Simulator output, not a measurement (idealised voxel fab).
Presented below is a process module, voxel transistor to metal.
It is cross-section cut that appears here, measuring 175 nm in width, its square cells being 5 nm in size.
Throughout this document, each cross-section is represented as a grid of square cells and is presented as a sequence of bands enumerated from the top downward, where a band comprises one or more rows of cells.
Heights first: top, then bottom, in nm. Then materials, left to right, each with a width in nm. "full width" on a single material: fills the band edge to edge. "empty": empty space.
Heads up on the height convention: 0 is the point under which the incoming wafer is all one material, and the lowest band has no bottom, it just keeps going down, like "top 0, no bottom".
Width "30..40": first value at the band's top row of cells, second value at its bottom row, equal change from row to row.
Take "identical to before" at face value: in the step it is given for, the cross-section changed in none of its cells.
Enclosed voids (no open way to top), threshold 8 cells or more, entry "Fully sealed cavities", notation width x height at distance, distance from left edge, nm.
Post-settings text on a step line: simulator's own remark regarding the step.
overlay nm: how far to the right of its planned place the mask lay on this masked step (negative: to the left).
Pairs, read this way: before one process step on the one hand, after it on the other, the after cross-section ending at the lowest band that changed; the step between, settings included, beneath. Same starting wafer throughout, but possibly different runs of this module, so no pair continues from the pair above unless its entry headed "Ex-ante state" says so.
# Ex-ante state
    top 90, bottom 80 = 40 nm aC; 15 nm empty; 65 nm aC; 15 nm empty; 40 nm aC
    top 80, bottom 75 = 40 nm SiO2; 15 nm empty; 65 nm SiO2; 15 nm empty; 40 nm SiO2
    top 75, bottom 65 = 40 nm SiO2; 15 nm aC; 65 nm SiO2; 15 nm aC; 40 nm SiO2
    top 65, bottom 50 = SiO2 full width
    top 50, bottom 45 = SiCN full width
    top 45, bottom 30 = 30 nm lowk; 5 nm SiCN; 25 nm W; 5 nm SiCN; 45 nm lowk; 5 nm SiCN; 25 nm W; 5 nm SiCN; 30 nm lowk
    top 30, bottom 25 = 35 nm SiCN; 25 nm TiN; 55 nm SiCN; 25 nm TiN; 35 nm SiCN
    top 25, bottom 10 = 40 nm SiO2; 5 nm TiN; 5 nm W; 5 nm TiN; 65 nm SiO2; 5 nm TiN; 5 nm W; 5 nm TiN; 40 nm SiO2
    top 10, bottom 5 = 40 nm SiO2; 15 nm TiN; 10 nm SiO2; 5 nm SiN; 5 nm HfO2; 5 nm TiN; 15 nm W; 5 nm TiN; 5 nm HfO2; 5 nm SiN; 10 nm SiO2; 15 nm TiN; 40 nm SiO2
    top 5, bottom 0 = 40 nm SiO2; 10 nm TiN; 15 nm SiGe; 5 nm SiN; 5 nm HfO2; 5 nm TiN; 15 nm W; 5 nm TiN; 5 nm HfO2; 5 nm SiN; 15 nm SiGe; 10 nm TiN; 40 nm SiO2
    top 0, bottom -5 = 40 nm SiO2; 10 nm TiN; 15 nm SiGe; 5 nm SiN; 5 nm HfO2; 25 nm TiN; 5 nm HfO2; 5 nm SiN; 15 nm SiGe; 10 nm TiN; 40 nm SiO2
    top -5, bottom -10 = 35 nm SiO2; 30 nm SiGe; 45 nm HfO2; 30 nm SiGe; 35 nm SiO2
    top -10, bottom -20 = 40 nm SiO2; 25 nm SiGe; 45 nm Si; 25 nm SiGe; 40 nm SiO2
    top -20, bottom -35 = 40 nm SiO2; 95 nm Si; 40 nm SiO2
    top -35, no bottom = Si full width
    Fully sealed cavities: none
# Post-Step Geometry
    top 120, bottom 90 = 40 nm resist; 15 nm empty; 65 nm resist; 15 nm empty; 40 nm resist
    Everything under 90 stays put, no change at all.
    Fully sealed cavities: none
As a process note, the step between the before and after cross-sections shown above is PATTERN with tone open, mask id METAL_2_HOLES, material resist, width nm 15, pitch nm 80, thk nm 30, overlay nm 0
Ex-ante state: as shown after the step in the preceding pair, directly above.
# Post-Step Geometry
    top 110, bottom 90 = 40 nm resist; 15 nm empty; 65 nm resist; 15 nm empty; 40 nm resist
    top 90, bottom 80 = 40 nm aC; 15 nm empty; 65 nm aC; 15 nm empty; 40 nm aC
    top 80, bottom 65 = 40 nm SiO2; 15 nm empty; 65 nm SiO2; 15 nm empty; 40 nm SiO2
    Everything under 65 stays put, no change at all.
    Fully sealed cavities: none
As a process note, the step between the before and after cross-sections shown above is DIRECTIONAL_ETCH with etch materials aC, depth nm 10
Ex-ante state: as shown after the step in the preceding pair, directly above.
# Post-Step Geometry
    top 90, bottom 80 = 40 nm aC; 15 nm empty; 65 nm aC; 15 nm empty; 40 nm aC
    Everything under 80 stays put, no change at all.
    Fully sealed cavities: none
As a process note, the step between the before and after cross-sections shown above is STRIP with etch materials resist
Ex-ante state: as shown after the step in the preceding pair, directly above.
# Post-Step Geometry
    top 90, bottom 80 = 40 nm aC; 15 nm empty; 65 nm aC; 15 nm empty; 40 nm aC
    top 80, bottom 50 = 40 nm SiO2; 15 nm empty; 65 nm SiO2; 15 nm empty; 40 nm SiO2
    Everything under 50 stays put, no change at all.
    Fully sealed cavities: none
As a process note, the step between the before and after cross-sections shown above is DIRECTIONAL_ETCH with etch materials SiO2, depth nm 15
Ex-ante state: as shown after the step in the preceding pair, directly above.
# Post-Step Geometry
    top 90, bottom 80 = 40 nm aC; 15 nm empty; 65 nm aC; 15 nm empty; 40 nm aC
    top 80, bottom 50 = 40 nm SiO2; 15 nm empty; 65 nm SiO2; 15 nm empty; 40 nm SiO2
    top 50, bottom 45 = 40 nm SiCN; 15 nm empty; 65 nm SiCN; 15 nm empty; 40 nm SiCN
    Everything under 45 stays put, no change at all.
    Fully sealed cavities: none
As a process note, the step between the before and after cross-sections shown above is DIRECTIONAL_ETCH with etch materials SiCN, depth nm 5
Ex-ante state: as shown after the step in the preceding pair, directly above.
# Post-Step Geometry
    top 80, bottom 50 = 40 nm SiO2; 15 nm empty; 65 nm SiO2; 15 nm empty; 40 nm SiO2
    Everything under 50 stays put, no change at all.
    Fully sealed cavities: none
As a process note, the step between the before and after cross-sections shown above is STRIP with etch materials aC
Ex-ante state: as shown after the step in the preceding pair, directly above.
# Post-Step Geometry
    top 85, bottom 80 = 45 nm TiN; 5 nm empty; 75 nm TiN; 5 nm empty; 45 nm TiN
    top 80, bottom 50 = 40 nm SiO2; 5 nm TiN; 5 nm empty; 5 nm TiN; 65 nm SiO2; 5 nm TiN; 5 nm empty; 5 nm TiN; 40 nm SiO2
    top 50, bottom 45 = 40 nm SiCN; 15 nm TiN; 65 nm SiCN; 15 nm TiN; 40 nm SiCN
    Everything under 45 stays put, no change at all.
    Fully sealed cavities: none
As a process note, the step between the before and after cross-sections shown above is CONFORMAL_DEP with material TiN, thk nm 5
Ex-ante state: as shown after the step in the preceding pair, directly above.
# Post-Step Geometry
    top 95, bottom 85 = Cu full width
    top 85, bottom 80 = 45 nm TiN; 5 nm Cu; 75 nm TiN; 5 nm Cu; 45 nm TiN
    top 80, bottom 50 = 40 nm SiO2; 5 nm TiN; 5 nm Cu; 5 nm TiN; 65 nm SiO2; 5 nm TiN; 5 nm Cu; 5 nm TiN; 40 nm SiO2
    Everything under 50 stays put, no change at all.
    Fully sealed cavities: none
As a process note, the step between the before and after cross-sections shown above is FILL_DEP with material Cu, thk nm 10
Ex-ante state: as shown after the step in the preceding pair, directly above.
# Post-Step Geometry
    top 80, bottom 50 = 40 nm SiO2; 5 nm TiN; 5 nm Cu; 5 nm TiN; 65 nm SiO2; 5 nm TiN; 5 nm Cu; 5 nm TiN; 40 nm SiO2
    Everything under 50 stays put, no change at all.
    Fully sealed cavities: none
As a process note, the step between the before and after cross-sections shown above is CMP with height nm 80
Ex-ante state: as shown after the step in the preceding pair, directly above.
# Post-Step Geometry
    top 85, bottom 80 = SiCN full width
    Everything under 80 stays put, no change at all.
    Fully sealed cavities: none
As a process note, the step between the before and after cross-sections shown above is CONFORMAL_DEP with material SiCN, thk nm 5
# Ex-ante state
    top 25, bottom 10 = SiO2 full width
    top 10, bottom 5 = 65 nm SiO2; 5 nm SiN; 5 nm HfO2; 5 nm TiN; 15 nm W; 5 nm TiN; 5 nm HfO2; 5 nm SiN; 65 nm SiO2
    top 5, bottom 0 = 50 nm SiO2; 15 nm SiGe; 5 nm SiN; 5 nm HfO2; 5 nm TiN; 15 nm W; 5 nm TiN; 5 nm HfO2; 5 nm SiN; 15 nm SiGe; 50 nm SiO2
    top 0, bottom -5 = 50 nm SiO2; 15 nm SiGe; 5 nm SiN; 5 nm HfO2; 25 nm TiN; 5 nm HfO2; 5 nm SiN; 15 nm SiGe; 50 nm SiO2
    top -5, bottom -10 = 35 nm SiO2; 30 nm SiGe; 45 nm HfO2; 30 nm SiGe; 35 nm SiO2
    top -10, bottom -20 = 40 nm SiO2; 25 nm SiGe; 45 nm Si; 25 nm SiGe; 40 nm SiO2
    top -20, bottom -35 = 40 nm SiO2; 95 nm Si; 40 nm SiO2
    top -35, no bottom = Si full width
    Fully sealed cavities: none
# Post-Step Geometry
    top 25, bottom 10 = 45 nm SiO2; 15 nm empty; 65 nm SiO2; 15 nm empty; 35 nm SiO2
    top 10, bottom 5 = 45 nm SiO2; 15 nm empty; 5 nm SiO2; 5 nm SiN; 5 nm HfO2; 5 nm TiN; 15 nm W; 5 nm TiN; 5 nm HfO2; 5 nm SiN; 15 nm SiO2; 15 nm empty; 35 nm SiO2
    top 5, bottom 0 = 45 nm SiO2; 5 nm empty; 15 nm SiGe; 5 nm SiN; 5 nm HfO2; 5 nm TiN; 15 nm W; 5 nm TiN; 5 nm HfO2; 5 nm SiN; 15 nm SiGe; 15 nm empty; 35 nm SiO2
    top 0, bottom -5 = 45 nm SiO2; 5 nm empty; 15 nm SiGe; 5 nm SiN; 5 nm HfO2; 25 nm TiN; 5 nm HfO2; 5 nm SiN; 15 nm SiGe; 15 nm empty; 35 nm SiO2
    Everything under -5 stays put, no change at all.
    Fully sealed cavities: none
As a process note, the step between the before and after cross-sections shown above is MASKED_ETCH with tone open, mask id CONTACT, width nm 15, pitch nm 80, etch materials SiO2, depth nm 30, overlay nm 5
Ex-ante state: as shown after the step in the preceding pair, directly above.
# Post-Step Geometry
    top 30, bottom 25 = 50 nm TiN; 5 nm empty; 75 nm TiN; 5 nm empty; 40 nm TiN
    top 25, bottom 10 = 45 nm SiO2; 5 nm TiN; 5 nm empty; 5 nm TiN; 65 nm SiO2; 5 nm TiN; 5 nm empty; 5 nm TiN; 35 nm SiO2
    top 10, bottom 5 = 45 nm SiO2; 15 nm TiN; 5 nm SiO2; 5 nm SiN; 5 nm HfO2; 5 nm TiN; 15 nm W; 5 nm TiN; 5 nm HfO2; 5 nm SiN; 15 nm SiO2; 5 nm TiN; 5 nm empty; 5 nm TiN; 35 nm SiO2
    top 5, bottom 0 = 45 nm SiO2; 5 nm TiN; 15 nm SiGe; 5 nm SiN; 5 nm HfO2; 5 nm TiN; 15 nm W; 5 nm TiN; 5 nm HfO2; 5 nm SiN; 15 nm SiGe; 5 nm TiN; 5 nm empty; 5 nm TiN; 35 nm SiO2
    top 0, bottom -5 = 45 nm SiO2; 5 nm TiN; 15 nm SiGe; 5 nm SiN; 5 nm HfO2; 25 nm TiN; 5 nm HfO2; 5 nm SiN; 15 nm SiGe; 15 nm TiN; 35 nm SiO2
    Everything under -5 stays put, no change at all.
    Fully sealed cavities: none
As a process note, the step between the before and after cross-sections shown above is CONFORMAL_DEP with material TiN, thk nm 5
Ex-ante state: as shown after the step in the preceding pair, directly above.
# Post-Step Geometry
    top 35, bottom 30 = W full width
    top 30, bottom 25 = 50 nm TiN; 5 nm W; 75 nm TiN; 5 nm W; 40 nm TiN
    top 25, bottom 10 = 45 nm SiO2; 5 nm TiN; 5 nm W; 5 nm TiN; 65 nm SiO2; 5 nm TiN; 5 nm W; 5 nm TiN; 35 nm SiO2
    top 10, bottom 5 = 45 nm SiO2; 15 nm TiN; 5 nm SiO2; 5 nm SiN; 5 nm HfO2; 5 nm TiN; 15 nm W; 5 nm TiN; 5 nm HfO2; 5 nm SiN; 15 nm SiO2; 5 nm TiN; 5 nm W; 5 nm TiN; 35 nm SiO2
    top 5, bottom 0 = 45 nm SiO2; 5 nm TiN; 15 nm SiGe; 5 nm SiN; 5 nm HfO2; 5 nm TiN; 15 nm W; 5 nm TiN; 5 nm HfO2; 5 nm SiN; 15 nm SiGe; 5 nm TiN; 5 nm W; 5 nm TiN; 35 nm SiO2
    Everything under 0 stays put, no change at all.
    Fully sealed cavities: none
As a process note, the step between the before and after cross-sections shown above is FILL_DEP with material W, thk nm 5
Ex-ante state: as shown after the step in the preceding pair, directly above.
# Post-Step Geometry
    top 25, bottom 10 = 45 nm SiO2; 5 nm TiN; 5 nm W; 5 nm TiN; 65 nm SiO2; 5 nm TiN; 5 nm W; 5 nm TiN; 35 nm SiO2
    Everything under 10 stays put, no change at all.
    Fully sealed cavities: none
As a process note, the step between the before and after cross-sections shown above is CMP with height nm 25
Ex-ante state: as shown after the step in the preceding pair, directly above.
# Post-Step Geometry
    top 30, bottom 25 = TiN full width
    Everything under 25 stays put, no change at all.
    Fully sealed cavities: none
As a process note, the step between the before and after cross-sections shown above is DIRECTIONAL_DEP with material TiN, thk nm 5
Ex-ante state: as shown after the step in the preceding pair, directly above.
# Post-Step Geometry
    top 45, bottom 30 = W full width
    Everything under 30 stays put, no change at all.
    Fully sealed cavities: none
As a process note, the step between the before and after cross-sections shown above is DIRECTIONAL_DEP with material W, thk nm 15
Ex-ante state: as shown after the step in the preceding pair, directly above.
# Post-Step Geometry
    top 45, bottom 30 = 40 nm empty; 15 nm W; 65 nm empty; 15 nm W; 40 nm empty
    Everything under 30 stays put, no change at all.
    Fully sealed cavities: none
As a process note, the step between the before and after cross-sections shown above is MASKED_ETCH with tone cover, mask id METAL_1, width nm 15, pitch nm 80, etch materials W, depth nm 15, overlay nm 0
Ex-ante state: as shown after the step in the preceding pair, directly above.
# Post-Step Geometry
    top 45, bottom 30 = 40 nm empty; 15 nm W; 65 nm empty; 15 nm W; 40 nm empty
    top 30, bottom 25 = 40 nm empty; 15 nm TiN; 65 nm empty; 15 nm TiN; 40 nm empty
    Everything under 25 stays put, no change at all.
    Fully sealed cavities: none
As a process note, the step between the before and after cross-sections shown above is MASKED_ETCH with tone cover, mask id METAL_1, width nm 15, pitch nm 80, etch materials TiN, depth nm 5, overlay nm 0
Ex-ante state: as shown after the step in the preceding pair, directly above.
# Post-Step Geometry
    top 50, bottom 45 = 35 nm empty; 25 nm SiCN; 55 nm empty; 25 nm SiCN; 35 nm empty
    top 45, bottom 30 = 35 nm empty; 5 nm SiCN; 15 nm W; 5 nm SiCN; 55 nm empty; 5 nm SiCN; 15 nm W; 5 nm SiCN; 35 nm empty
    top 30, bottom 25 = 40 nm SiCN; 15 nm TiN; 65 nm SiCN; 15 nm TiN; 40 nm SiCN
    Everything under 25 stays put, no change at all.
    Fully sealed cavities: none
As a process note, the step between the before and after cross-sections shown above is CONFORMAL_DEP with material SiCN, thk nm 5
Ex-ante state: as shown after the step in the preceding pair, directly above.
# Post-Step Geometry
    top 55, bottom 50 = lowk full width
    top 50, bottom 45 = 35 nm lowk; 25 nm SiCN; 55 nm lowk; 25 nm SiCN; 35 nm lowk
    top 45, bottom 30 = 35 nm lowk; 5 nm SiCN; 15 nm W; 5 nm SiCN; 55 nm lowk; 5 nm SiCN; 15 nm W; 5 nm SiCN; 35 nm lowk
    Everything under 30 stays put, no change at all.
    Fully sealed cavities: none
As a process note, the step between the before and after cross-sections shown above is FILL_DEP with material lowk, thk nm 5
Ex-ante state: as shown after the step in the preceding pair, directly above.
# Post-Step Geometry
    top 45, bottom 30 = 35 nm lowk; 5 nm SiCN; 15 nm W; 5 nm SiCN; 55 nm lowk; 5 nm SiCN; 15 nm W; 5 nm SiCN; 35 nm lowk
    Everything under 30 stays put, no change at all.
    Fully sealed cavities: none
As a process note, the step between the before and after cross-sections shown above is CMP with height nm 45
Ex-ante state: as shown after the step in the preceding pair, directly above.
# Post-Step Geometry
    top 50, bottom 45 = SiCN full width
    Everything under 45 stays put, no change at all.
    Fully sealed cavities: none
As a process note, the step between the before and after cross-sections shown above is CONFORMAL_DEP with material SiCN, thk nm 5
Ex-ante state: as shown after the step in the preceding pair, directly above.
# Post-Step Geometry
    top 80, bottom 50 = SiO2 full width
    Everything under 50 stays put, no change at all.
    Fully sealed cavities: none
As a process note, the step between the before and after cross-sections shown above is DIRECTIONAL_DEP with material SiO2, thk nm 30
Ex-ante state: as shown after the step in the preceding pair, directly above.
# Post-Step Geometry
    top 95, bottom 80 = 40 nm resist; 15 nm empty; 65 nm resist; 15 nm empty; 40 nm resist
    Everything under 80 stays put, no change at all.
    Fully sealed cavities: none
As a process note, the step between the before and after cross-sections shown above is PATTERN with tone open, mask id METAL_2, material resist, width nm 15, pitch nm 80, thk nm 15, overlay nm 0
Ex-ante state: as shown after the step in the preceding pair, directly above.
# Post-Step Geometry
    top 95, bottom 80 = 40 nm resist; 15 nm empty; 65 nm resist; 15 nm empty; 40 nm resist
    top 80, bottom 65 = 40 nm SiO2; 15 nm empty; 65 nm SiO2; 15 nm empty; 40 nm SiO2
    Everything under 65 stays put, no change at all.
    Fully sealed cavities: none
As a process note, the step between the before and after cross-sections shown above is DIRECTIONAL_ETCH with etch materials SiO2, depth nm 15
Ex-ante state: as shown after the step in the preceding pair, directly above.
# Post-Step Geometry
    top 80, bottom 65 = 40 nm SiO2; 15 nm empty; 65 nm SiO2; 15 nm empty; 40 nm SiO2
    Everything under 65 stays put, no change at all.
    Fully sealed cavities: none
As a process note, the step between the before and after cross-sections shown above is STRIP with etch materials resist
Ex-ante state: as shown after the step in the preceding pair, directly above.
# Post-Step Geometry
    top 90, bottom 80 = 40 nm aC; 15 nm empty; 65 nm aC; 15 nm empty; 40 nm aC
    top 80, bottom 75 = 40 nm SiO2; 15 nm empty; 65 nm SiO2; 15 nm empty; 40 nm SiO2
    top 75, bottom 65 = 40 nm SiO2; 15 nm aC; 65 nm SiO2; 15 nm aC; 40 nm SiO2
    Everything under 65 stays put, no change at all.
    Fully sealed cavities: none
As a process note, the step between the before and after cross-sections shown above is DIRECTIONAL_DEP with material aC, thk nm 10
Ex-ante state: as shown after the step in the preceding pair, directly above.
# Post-Step Geometry
    top 120, bottom 90 = 40 nm resist; 15 nm empty; 65 nm resist; 15 nm empty; 40 nm resist
    Everything under 90 stays put, no change at all.
    Fully sealed cavities: none
As a process note, the step between the before and after cross-sections shown above is PATTERN with tone open, mask id METAL_2_HOLES, material resist, width nm 15, pitch nm 80, thk nm 30, overlay nm 0
Ex-ante state: as shown after the step in the preceding pair, directly above.
# Post-Step Geometry
    top 110, bottom 90 = 40 nm resist; 15 nm empty; 65 nm resist; 15 nm empty; 40 nm resist
    top 90, bottom 80 = 40 nm aC; 15 nm empty; 65 nm aC; 15 nm empty; 40 nm aC
    top 80, bottom 65 = 40 nm SiO2; 15 nm empty; 65 nm SiO2; 15 nm empty; 40 nm SiO2
    Everything under 65 stays put, no change at all.
    Fully sealed cavities: none
As a process note, the step between the before and after cross-sections shown above is DIRECTIONAL_ETCH with etch materials aC, depth nm 10
Ex-ante state: as shown after the step in the preceding pair, directly above.
# Post-Step Geometry
    top 90, bottom 80 = 40 nm aC; 15 nm empty; 65 nm aC; 15 nm empty; 40 nm aC
    Everything under 80 stays put, no change at all.
    Fully sealed cavities: none
As a process note, the step between the before and after cross-sections shown above is STRIP with etch materials resist
Ex-ante state: as shown after the step in the preceding pair, directly above.
# Post-Step Geometry
    top 90, bottom 80 = 40 nm aC; 15 nm empty; 65 nm aC; 15 nm empty; 40 nm aC
    top 80, bottom 50 = 40 nm SiO2; 15 nm empty; 65 nm SiO2; 15 nm empty; 40 nm SiO2
    Everything under 50 stays put, no change at all.
    Fully sealed cavities: none
As a process note, the step between the before and after cross-sections shown above is DIRECTIONAL_ETCH with etch materials SiO2, depth nm 15
Ex-ante state: as shown after the step in the preceding pair, directly above.
# Post-Step Geometry
    top 90, bottom 80 = 40 nm aC; 15 nm empty; 65 nm aC; 15 nm empty; 40 nm aC
    top 80, bottom 50 = 40 nm SiO2; 15 nm empty; 65 nm SiO2; 15 nm empty; 40 nm SiO2
    top 50, bottom 45 = 40 nm SiCN; 15 nm empty; 65 nm SiCN; 15 nm empty; 40 nm SiCN
    Everything under 45 stays put, no change at all.
    Fully sealed cavities: none
As a process note, the step between the before and after cross-sections shown above is DIRECTIONAL_ETCH with etch materials SiCN, depth nm 5
Ex-ante state: as shown after the step in the preceding pair, directly above.
# Post-Step Geometry
    top 80, bottom 50 = 40 nm SiO2; 15 nm empty; 65 nm SiO2; 15 nm empty; 40 nm SiO2
    Everything under 50 stays put, no change at all.
    Fully sealed cavities: none
As a process note, the step between the before and after cross-sections shown above is STRIP with etch materials aC
Ex-ante state: as shown after the step in the preceding pair, directly above.
# Post-Step Geometry
    top 85, bottom 80 = 45 nm TiN; 5 nm empty; 75 nm TiN; 5 nm empty; 45 nm TiN
    top 80, bottom 50 = 40 nm SiO2; 5 nm TiN; 5 nm empty; 5 nm TiN; 65 nm SiO2; 5 nm TiN; 5 nm empty; 5 nm TiN; 40 nm SiO2
    top 50, bottom 45 = 40 nm SiCN; 15 nm TiN; 65 nm SiCN; 15 nm TiN; 40 nm SiCN
    Everything under 45 stays put, no change at all.
    Fully sealed cavities: none
As a process note, the step between the before and after cross-sections shown above is CONFORMAL_DEP with material TiN, thk nm 5
Ex-ante state: as shown after the step in the preceding pair, directly above.
# Post-Step Geometry
    top 95, bottom 85 = Cu full width
    top 85, bottom 80 = 45 nm TiN; 5 nm Cu; 75 nm TiN; 5 nm Cu; 45 nm TiN
    top 80, bottom 50 = 40 nm SiO2; 5 nm TiN; 5 nm Cu; 5 nm TiN; 65 nm SiO2; 5 nm TiN; 5 nm Cu; 5 nm TiN; 40 nm SiO2
    Everything under 50 stays put, no change at all.
    Fully sealed cavities: none
As a process note, the step between the before and after cross-sections shown above is FILL_DEP with material Cu, thk nm 10
Ex-ante state: as shown after the step in the preceding pair, directly above.
# Post-Step Geometry
    top 80, bottom 50 = 40 nm SiO2; 5 nm TiN; 5 nm Cu; 5 nm TiN; 65 nm SiO2; 5 nm TiN; 5 nm Cu; 5 nm TiN; 40 nm SiO2
    Everything under 50 stays put, no change at all.
    Fully sealed cavities: none
As a process note, the step between the before and after cross-sections shown above is CMP with height nm 80
Ex-ante state: as shown after the step in the preceding pair, directly above.
# Post-Step Geometry
    top 85, bottom 80 = SiCN full width
    Everything under 80 stays put, no change at all.
    Fully sealed cavities: none
As a process note, the step between the before and after cross-sections shown above is CONFORMAL_DEP with material SiCN, thk nm 5
# Ex-ante state
    top 45, bottom 30 = 35 nm lowk; 5 nm SiCN; 15 nm W; 5 nm SiCN; 55 nm lowk; 5 nm SiCN; 15 nm W; 5 nm SiCN; 35 nm lowk
    top 30, bottom 25 = 40 nm SiCN; 15 nm TiN; 65 nm SiCN; 15 nm TiN; 40 nm SiCN
    top 25, bottom 10 = 40 nm SiO2; 5 nm TiN; 5 nm W; 5 nm TiN; 65 nm SiO2; 5 nm TiN; 5 nm W; 5 nm TiN; 40 nm SiO2
    top 10, bottom 5 = 40 nm SiO2; 15 nm TiN; 10 nm SiO2; 5 nm SiN; 5 nm HfO2; 5 nm TiN; 15 nm W; 5 nm TiN; 5 nm HfO2; 5 nm SiN; 10 nm SiO2; 15 nm TiN; 40 nm SiO2
    top 5, bottom 0 = 40 nm SiO2; 10 nm TiN; 15 nm SiGe; 5 nm SiN; 5 nm HfO2; 5 nm TiN; 15 nm W; 5 nm TiN; 5 nm HfO2; 5 nm SiN; 15 nm SiGe; 10 nm TiN; 40 nm SiO2
    top 0, bottom -5 = 40 nm SiO2; 10 nm TiN; 15 nm SiGe; 5 nm SiN; 5 nm HfO2; 25 nm TiN; 5 nm HfO2; 5 nm SiN; 15 nm SiGe; 10 nm TiN; 40 nm SiO2
    top -5, bottom -10 = 35 nm SiO2; 30 nm SiGe; 45 nm HfO2; 30 nm SiGe; 35 nm SiO2
    top -10, bottom -20 = 40 nm SiO2; 25 nm SiGe; 45 nm Si; 25 nm SiGe; 40 nm SiO2
    top -20, bottom -35 = 40 nm SiO2; 95 nm Si; 40 nm SiO2
    top -35, no bottom = Si full width
    Fully sealed cavities: none
# Post-Step Geometry
    top 50, bottom 45 = SiO2 full width
    Everything under 45 stays put, no change at all.
    Fully sealed cavities: none
As a process note, the step between the before and after cross-sections shown above is CONFORMAL_DEP with material SiO2, thk nm 5
Ex-ante state: as shown after the step in the preceding pair, directly above.
# Post-Step Geometry
    top 80, bottom 45 = SiO2 full width
    Everything under 45 stays put, no change at all.
    Fully sealed cavities: none
As a process note, the step between the before and after cross-sections shown above is DIRECTIONAL_DEP with material SiO2, thk nm 30
Ex-ante state: as shown after the step in the preceding pair, directly above.
# Post-Step Geometry
    top 95, bottom 80 = 40 nm resist; 15 nm empty; 65 nm resist; 15 nm empty; 40 nm resist
    Everything under 80 stays put, no change at all.
    Fully sealed cavities: none
As a process note, the step between the before and after cross-sections shown above is PATTERN with tone open, mask id METAL_2, material resist, width nm 15, pitch nm 80, thk nm 15, overlay nm 0
Ex-ante state: as shown after the step in the preceding pair, directly above.
# Post-Step Geometry
    top 95, bottom 80 = 40 nm resist; 15 nm empty; 65 nm resist; 15 nm empty; 40 nm resist
    top 80, bottom 65 = 40 nm SiO2; 15 nm empty; 65 nm SiO2; 15 nm empty; 40 nm SiO2
    Everything under 65 stays put, no change at all.
    Fully sealed cavities: none
As a process note, the step between the before and after cross-sections shown above is DIRECTIONAL_ETCH with etch materials SiO2, depth nm 15
Ex-ante state: as shown after the step in the preceding pair, directly above.
# Post-Step Geometry
    top 80, bottom 65 = 40 nm SiO2; 15 nm empty; 65 nm SiO2; 15 nm empty; 40 nm SiO2
    Everything under 65 stays put, no change at all.
    Fully sealed cavities: none
As a process note, the step between the before and after cross-sections shown above is STRIP with etch materials resist
Ex-ante state: as shown after the step in the preceding pair, directly above.
# Post-Step Geometry
    top 90, bottom 80 = 40 nm aC; 15 nm empty; 65 nm aC; 15 nm empty; 40 nm aC
    top 80, bottom 75 = 40 nm SiO2; 15 nm empty; 65 nm SiO2; 15 nm empty; 40 nm SiO2
    top 75, bottom 65 = 40 nm SiO2; 15 nm aC; 65 nm SiO2; 15 nm aC; 40 nm SiO2
    Everything under 65 stays put, no change at all.
    Fully sealed cavities: none
As a process note, the step between the before and after cross-sections shown above is DIRECTIONAL_DEP with material aC, thk nm 10
Ex-ante state: as shown after the step in the preceding pair, directly above.
# Post-Step Geometry
    top 120, bottom 90 = 40 nm resist; 15 nm empty; 65 nm resist; 15 nm empty; 40 nm resist
    Everything under 90 stays put, no change at all.
    Fully sealed cavities: none
As a process note, the step between the before and after cross-sections shown above is PATTERN with tone open, mask id METAL_2_HOLES, material resist, width nm 15, pitch nm 80, thk nm 30, overlay nm 0
Ex-ante state: as shown after the step in the preceding pair, directly above.
# Post-Step Geometry
    top 110, bottom 90 = 40 nm resist; 15 nm empty; 65 nm resist; 15 nm empty; 40 nm resist
    top 90, bottom 80 = 40 nm aC; 15 nm empty; 65 nm aC; 15 nm empty; 40 nm aC
    top 80, bottom 65 = 40 nm SiO2; 15 nm empty; 65 nm SiO2; 15 nm empty; 40 nm SiO2
    Everything under 65 stays put, no change at all.
    Fully sealed cavities: none
As a process note, the step between the before and after cross-sections shown above is DIRECTIONAL_ETCH with etch materials aC, depth nm 10
Ex-ante state: as shown after the step in the preceding pair, directly above.
# Post-Step Geometry
    top 90, bottom 80 = 40 nm aC; 15 nm empty; 65 nm aC; 15 nm empty; 40 nm aC
    Everything under 80 stays put, no change at all.
    Fully sealed cavities: none
As a process note, the step between the before and after cross-sections shown above is STRIP with etch materials resist
Ex-ante state: as shown after the step in the preceding pair, directly above.
# Post-Step Geometry
    top 90, bottom 80 = 40 nm aC; 15 nm empty; 65 nm aC; 15 nm empty; 40 nm aC
    top 80, bottom 50 = 40 nm SiO2; 15 nm empty; 65 nm SiO2; 15 nm empty; 40 nm SiO2
    Everything under 50 stays put, no change at all.
    Fully sealed cavities: none
As a process note, the step between the before and after cross-sections shown above is DIRECTIONAL_ETCH with etch materials SiO2, depth nm 15
Ex-ante state: as shown after the step in the preceding pair, directly above.
# Post-Step Geometry
    top 80, bottom 50 = 40 nm SiO2; 15 nm empty; 65 nm SiO2; 15 nm empty; 40 nm SiO2
    Everything under 50 stays put, no change at all.
    Fully sealed cavities: none
As a process note, the step between the before and after cross-sections shown above is STRIP with etch materials aC
Ex-ante state: as shown after the step in the preceding pair, directly above.
# Post-Step Geometry
    top 85, bottom 80 = 45 nm TiN; 5 nm empty; 75 nm TiN; 5 nm empty; 45 nm TiN
    top 80, bottom 55 = 40 nm SiO2; 5 nm TiN; 5 nm empty; 5 nm TiN; 65 nm SiO2; 5 nm TiN; 5 nm empty; 5 nm TiN; 40 nm SiO2
    top 55, bottom 50 = 40 nm SiO2; 15 nm TiN; 65 nm SiO2; 15 nm TiN; 40 nm SiO2
    Everything under 50 stays put, no change at all.
    Fully sealed cavities: none
As a process note, the step between the before and after cross-sections shown above is CONFORMAL_DEP with material TiN, thk nm 5
Ex-ante state: as shown after the step in the preceding pair, directly above.
# Post-Step Geometry
    top 95, bottom 85 = Cu full width
    top 85, bottom 80 = 45 nm TiN; 5 nm Cu; 75 nm TiN; 5 nm Cu; 45 nm TiN
    top 80, bottom 55 = 40 nm SiO2; 5 nm TiN; 5 nm Cu; 5 nm TiN; 65 nm SiO2; 5 nm TiN; 5 nm Cu; 5 nm TiN; 40 nm SiO2
    Everything under 55 stays put, no change at all.
    Fully sealed cavities: none
As a process note, the step between the before and after cross-sections shown above is FILL_DEP with material Cu, thk nm 10
Ex-ante state: as shown after the step in the preceding pair, directly above.
# Post-Step Geometry
    top 80, bottom 55 = 40 nm SiO2; 5 nm TiN; 5 nm Cu; 5 nm TiN; 65 nm SiO2; 5 nm TiN; 5 nm Cu; 5 nm TiN; 40 nm SiO2
    Everything under 55 stays put, no change at all.
    Fully sealed cavities: none
As a process note, the step between the before and after cross-sections shown above is CMP with height nm 80
Ex-ante state: as shown after the step in the preceding pair, directly above.
# Post-Step Geometry
    top 85, bottom 80 = SiCN full width
    Everything under 80 stays put, no change at all.
    Fully sealed cavities: none
As a process note, the step between the before and after cross-sections shown above is CONFORMAL_DEP with material SiCN, thk nm 5
